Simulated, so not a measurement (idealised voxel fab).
This section sets out a process module, namely voxel released beams.
Cross-sectional view cut (width: 215 nm; square cell size: 5 nm).
In what follows, cross-sections appear as grids of square cells, described through bands that run from the top down, where every band is one or more rows of cells.
Top, bottom (nm), then materials left to right with widths (nm); lone material tagged "throughout" fills the whole band edge to edge; "blank" = empty space.
Heights are reckoned from 0. Under this level, the received wafer is all of one material. The bottommost band is open-ended downward, for example "0 -> down".
A two-number width, for instance "30..40", indicates that the width is equal to the first number in the top row of the band and to the second number in the bottom row, and that it changes by a constant amount per row of cells.
Step marked "no alterations made"? Then no cell in the cross-section changed in it.
What "Cavities, sealed" gives you is every empty space of 8 cells or more that is cut off from the top. Each appears as width x height at distance, with the distance taken from the left edge and width, height and distance all in nm.
Text after the settings on a step's line: the simulator's own remark on that step.
Steps that use a mask can have "overlay nm" on their line. It says how far the mask sat to the right of where it was meant to be. Negative means to the left.

-- Listed below are the process steps as planned
1. RECEIVE,material Si
2. CONFORMAL_DEP,material Al2O3,thk nm 5
3. DIRECTIONAL_DEP,material SiO2,thk nm 15
4. DIRECTIONAL_DEP,material aC,thk nm 15
5. PATTERN,tone open,mask id ANCHOR,material resist,width nm 35,thk nm 35,overlay nm 0
6. DIRECTIONAL_ETCH,etch materials aC,depth nm 15
7. STRIP,etch materials resist
8. DIRECTIONAL_ETCH,etch materials SiO2,depth nm 15
9. STRIP,etch materials aC
10. CONFORMAL_DEP,material SiN,thk nm 15
11. PATTERN,tone cover,mask id BEAM,material resist,width nm 95,thk nm 15,overlay nm 0
12. DIRECTIONAL_ETCH,etch materials SiN,depth nm 15
13. STRIP,etch materials resist
14. STRIP,etch materials SiO2

-- As-received wafer cross-section (after step 1)
- 0 -> down = Si throughout
- Cavities, sealed: none

-- Module complete - cross-section of the first of two wafers, run according to plan
- 35 -> 20 = blank 55 | SiN 20 | blank 5 | SiN 70 | blank 65
- 20 -> 5 = blank 60 | SiN 35 | blank 120
- 5 -> 0 = Al2O3 throughout
- 0 -> down = Si throughout
- Cavities, sealed: none

-- Presented here is a cross-section of the second of the two wafers as it stood at the end of the module. It was started in the same manner and assigned the same plan as the first wafer; however, one mistake was made in its execution
- 35 -> 20 = blank 55 | SiN 95 | blank 65
- 20 -> 15 = Al2O3 throughout
- 15 -> 0 = SiO2 throughout
- 0 -> down = Si throughout
- Cavities, sealed: none
Against the plan, the run slipped here: so 2 and 3 got swapped relative to the plan, each ran where the other was supposed to
At the finish, the second wafer shows more or fewer cells for some materials than the first does: SiN -18, SiO2 +129
